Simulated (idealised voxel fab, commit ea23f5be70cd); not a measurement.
The following is a process module called voxel wiring stack.
The cross-section on display is named cut; it measures 210 nm wide, and its cells are 5 nm squares.
Cross-section format: a grid of square cells, given as bands from top to bottom; each band is one or more rows of cells.
A band entry consists of two parts. The first gives the height of the band's top and the height of its bottom, in nm. The rest lists the band's materials from left to right, each with its width in nm. A single material labelled with the word "throughout" fills the band from edge to edge, and the word "blank" marks empty space.
Note: height 0 marks the level under which the wafer is uniformly one material as received. Lowest band unbounded below, written "0 down".
Per-row width for "30 to 40": begins at first number (top row of band), ends at second number (bottom row), increment between rows held constant.
"same as before" for a step: no cell of the cross-section changed in that step.
In the "Cavities, closed" entry, you get each enclosed empty space of 8 cells or more, one with no open way to the top, written width x height at distance, distance from the left edge, in nm.
On a step's line, text after the settings is the simulator commenting on that step.
Regarding "overlay nm": on a step with a mask, it is the distance the mask lay to the right of its planned place; a negative value places it to the left.
The planned process steps are enumerated hereunder:
1,RECEIVE,material Si
2,CONFORMAL_DEP,material SiO2,thk nm 10
3,DIRECTIONAL_DEP,material TiN,thk nm 5
4,DIRECTIONAL_DEP,material W,thk nm 25
5,PATTERN,tone cover,mask id METAL_1,material resist,width nm 30,pitch nm 55,thk nm 15,overlay nm 0
6,DIRECTIONAL_ETCH,etch materials W,depth nm 25
7,DIRECTIONAL_ETCH,etch materials TiN,depth nm 5
8,STRIP,etch materials resist
9,FILL_DEP,material lowk,thk nm 5
10,CMP,height nm 40
11,CONFORMAL_DEP,material SiCN,thk nm 5
12,DIRECTIONAL_DEP,material lowk,thk nm 10
13,DIRECTIONAL_DEP,material aC,thk nm 15
14,PATTERN,tone open,mask id PLUG_1,material resist,width nm 15,pitch nm 55,thk nm 30,overlay nm 0
15,DIRECTIONAL_ETCH,etch materials aC,depth nm 15
16,STRIP,etch materials resist
17,DIRECTIONAL_ETCH,etch materials lowk,depth nm 10
18,DIRECTIONAL_ETCH,etch materials SiCN,depth nm 5
19,STRIP,etch materials aC
20,EPI,material Ru,thk nm 10
21,EPI,material Ru,thk nm 5
22,CONFORMAL_DEP,material SiCN,thk nm 5
23,DIRECTIONAL_DEP,material SiO2,thk nm 25
24,DIRECTIONAL_DEP,material aC,thk nm 10
25,PATTERN,tone open,mask id METAL_2,material resist,width nm 30,pitch nm 55,thk nm 25,overlay nm 0
26,DIRECTIONAL_ETCH,etch materials aC,depth nm 10
27,STRIP,etch materials resist
28,DIRECTIONAL_ETCH,etch materials SiO2,depth nm 25
29,DIRECTIONAL_ETCH,etch materials SiCN,depth nm 5
30,STRIP,etch materials aC
31,CONFORMAL_DEP,material TiN,thk nm 5
32,FILL_DEP,material W,thk nm 5
33,CMP,height nm 85
34,CONFORMAL_DEP,material SiN,thk nm 5
Delivered wafer in cross-section: state after step 1:
0 down | Si throughout
Cavities, closed: none
Result of the module, cross-sectioned: start per above, plan per above, one error in how it was run:
90 to 85 | SiN throughout
85 to 80 | TiN 40 nm / W 20 nm / TiN 35 nm / W 20 nm / TiN 35 nm / W 20 nm / TiN 40 nm
80 to 55 | SiO2 35 nm / TiN 5 nm / W 20 nm / TiN 5 nm / SiO2 25 nm / TiN 5 nm / W 20 nm / TiN 5 nm / SiO2 25 nm / TiN 5 nm / W 20 nm / TiN 5 nm / SiO2 35 nm
55 to 50 | SiCN 35 nm / TiN 30 nm / SiCN 25 nm / TiN 30 nm / SiCN 25 nm / TiN 30 nm / SiCN 35 nm
50 to 40 | lowk 35 nm / Ru 15 nm / lowk 40 nm / Ru 15 nm / lowk 40 nm / Ru 15 nm / lowk 50 nm
40 to 35 | SiCN 35 nm / Ru 15 nm / SiCN 40 nm / Ru 15 nm / SiCN 40 nm / Ru 15 nm / SiCN 50 nm
35 to 15 | lowk 35 nm / W 30 nm / lowk 25 nm / W 30 nm / lowk 25 nm / W 30 nm / lowk 35 nm
15 to 10 | lowk 35 nm / TiN 30 nm / lowk 25 nm / TiN 30 nm / lowk 25 nm / TiN 30 nm / lowk 35 nm
10 to 0 | SiO2 throughout
0 down | Si throughout
Cavities, closed: none
Deviation noted in wafer processing: step 10 was processed under conditions differing from the plan, specifically as CMP,height nm 35
